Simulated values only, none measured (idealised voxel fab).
A process module follows: voxel released beams.
Cross-sectional view cut (width: 255 nm; square cell size: 5 nm).
Heads up, the way a cross-section reads in here is a grid of square cells, handed over as bands from the top down, with every band being one or more rows of cells. The entry gives the band's vertical extent as a top height and a bottom height in nm, then its horizontal make-up as materials from left to right, each with a width in nm. "air" stands for empty space; a single material marked "full width" fills the band edge to edge. Heights are reckoned from 0. Under this level, the received wafer is all of one material. The bottommost band is open-ended downward, for example "0 -> down". Width "30..40": first value at the band's top row of cells, second value at its bottom row, equal change from row to row. "no modification" (step): cross-section cells unchanged, all of them. "Closed cavity list" specifies each empty space that is not open to the top and that occupies no fewer than 8 cells, using the form width x height at distance, the distance measured from the left edge and all three quantities in nm. Formally, on a step line, whatever follows the settings is a remark that the simulator itself makes on the step. overlay nm: where the mask lay relative to plan, measured to the right, on steps with a mask; negatives go left.
So here's the lineup of process steps we planned
| 1 | RECEIVE with material Si |
| 2 | CONFORMAL_DEP with material Al2O3, thk nm 5 |
| 3 | DIRECTIONAL_DEP with material SiO2, thk nm 15 |
| 4 | MASKED_ETCH with tone open, mask id ANCHOR, width nm 40, etch materials SiO2, depth nm 15, overlay nm 0 |
| 5 | CONFORMAL_DEP with material polySi, thk nm 15 |
| 6 | MASKED_ETCH with tone cover, mask id BEAM, width nm 125, etch materials polySi, depth nm 15, overlay nm 0 |
| 7 | STRIP with etch materials SiO2 |
Shown in cross-section is the wafer as received, that is, as it stands after step 1
* 0 -> down | Si full width
* Closed cavity list: none
Cross-section, first of two wafers, end of module, run as planned
* 35 -> 20 | 60 air | 20 polySi | 10 air | 95 polySi | 70 air
* 20 -> 5 | 65 air | 40 polySi | 150 air
* 5 -> 0 | Al2O3 full width
* 0 -> down | Si full width
* Closed cavity list: none
Cross-sectional view: second of two wafers, end of module; start and plan identical to the first, one mistake in running
* 20 -> 5 | 65 air | 15 polySi | 10 air | 15 polySi | 150 air
* 5 -> 0 | Al2O3 full width
* 0 -> down | Si full width
* Closed cavity list: none
In executing the process, a mistake was made relative to the plan: step 6 did not happen as planned, as run it was MASKED_ETCH with tone open, mask id BEAM, width nm 125, etch materials polySi, depth nm 15, overlay nm 0
The closing comparison, in cells, has the second wafer with more or fewer of some materials than the first: -75 polySi
